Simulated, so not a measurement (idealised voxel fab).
process module | voxel capacitor over wiring
cross-section cut | 275 nm wide | cells 5 nm
A cross-section is a grid of square cells, given in bands from the top down. A band is one or more rows of cells.
Each band's line starts with the height of the band's top and of its bottom, in nm. Then come its materials from left to right, each with its width in nm. One material with "throughout" fills the band from edge to edge. "air" is empty space.
Height 0 is the level under which the wafer as received is all one material. The lowest band goes on downwards, as in "0 down".
A width such as "30 to 40" changes by the same amount from each row of cells to the next, from the band's top row to its bottom row.
"no change" after a step means that no cell of the cross-section changed.
closed voids: empty space of 8 cells or more with no open way to the top, each as width x height at its distance from the left edge, in nm
after a step's settings: what the simulator itself notes on the step
overlay nm, on a step with a mask: how far to the right of its planned place the mask lay; to the left if negative
plan
1 op RECEIVE | material Si
2 op CONFORMAL_DEP | material SiO2 | thk nm 15
3 op DIRECTIONAL_DEP | material TiN | thk nm 5
4 op DIRECTIONAL_DEP | material W | thk nm 20
5 op MASKED_ETCH | tone cover | mask id METAL_1 | width nm 30 | pitch nm 95 | etch materials W | depth nm 20 | overlay nm 0
6 op MASKED_ETCH | tone cover | mask id METAL_1 | width nm 30 | pitch nm 95 | etch materials TiN | depth nm 5 | overlay nm 0
7 op CONFORMAL_DEP | material SiCN | thk nm 5
8 op FILL_DEP | material lowk | thk nm 10
9 op CMP | height nm 40
10 op CONFORMAL_DEP | material SiCN | thk nm 5
11 op DIRECTIONAL_DEP | material SiO2 | thk nm 15
12 op PATTERN | tone open | mask id PLUG_1 | material resist | width nm 15 | thk nm 20 | overlay nm 0
13 op DIRECTIONAL_ETCH | etch materials SiO2 | depth nm 15
14 op DIRECTIONAL_ETCH | etch materials SiCN | depth nm 5
15 op STRIP | etch materials resist
16 op CONFORMAL_DEP | material TiN | thk nm 5
17 op FILL_DEP | material Cu | thk nm 5
18 op CMP | height nm 60
19 op DIRECTIONAL_DEP | material TiN | thk nm 5
20 op DIRECTIONAL_DEP | material Al2O3 | thk nm 5
21 op DIRECTIONAL_DEP | material TiN | thk nm 10
22 op DIRECTIONAL_DEP | material aC | thk nm 10
23 op PATTERN | tone cover | mask id UPPER_PLATE | material resist | width nm 70 | thk nm 30 | overlay nm 0
24 op DIRECTIONAL_ETCH | etch materials aC | depth nm 10
25 op STRIP | etch materials resist
26 op DIRECTIONAL_ETCH | etch materials TiN | depth nm 10
27 op DIRECTIONAL_ETCH | etch materials Al2O3 | depth nm 5
28 op STRIP | etch materials aC
29 op MASKED_ETCH | tone cover | mask id LOWER_PLATE | width nm 80 | etch materials TiN | depth nm 5 | overlay nm 0
30 op FILL_DEP | material SiO2 | thk nm 20
31 op CMP | height nm 95
32 op DIRECTIONAL_DEP | material aC | thk nm 10
33 op PATTERN | tone open | mask id PLUG_2 | material resist | width nm 15 | thk nm 30 | overlay nm 0
34 op DIRECTIONAL_ETCH | etch materials aC | depth nm 10
35 op STRIP | etch materials resist
36 op DIRECTIONAL_ETCH | etch materials SiO2 | depth nm 15
37 op STRIP | etch materials aC
38 op CONFORMAL_DEP | material TiN | thk nm 5
39 op FILL_DEP | material Ru | thk nm 5
40 op CMP | height nm 95
41 op CONFORMAL_DEP | material SiCN | thk nm 5
as received, after step 1
  0 down: Si throughout
  closed voids: none
a wafer at the end: this start, this plan, one mistake
  100 to 95: SiCN throughout
  95 to 85: SiO2 100 | TiN 5 | Ru 5 | TiN 5 | SiO2 160
  85 to 75: SiO2 100 to 90 | TiN 15 to 65 | SiO2 160 to 120
  75 to 70: SiO2 90 | TiN 70 | SiO2 115
  70 to 65: SiO2 90 | Al2O3 70 | SiO2 115
  65 to 60: SiO2 75 | TiN 85 | SiO2 115
  60 to 45: SiO2 90 | TiN 5 | Cu 5 | TiN 5 | SiO2 170
  45 to 40: SiCN 90 | TiN 15 | SiCN 170
  40 to 20: lowk 70 | SiCN 5 | W 30 | SiCN 5 | lowk 55 | SiCN 5 | W 30 | SiCN 5 | lowk 70
  20 to 15: SiCN 75 | TiN 30 | SiCN 65 | TiN 30 | SiCN 75
  15 to 0: SiO2 throughout
  0 down: Si throughout
  closed voids: none
what went wrong: step 29 ran as: op MASKED_ETCH | tone cover | mask id LOWER_PLATE | width nm 80 | etch materials TiN | depth nm 5 | overlay nm -10
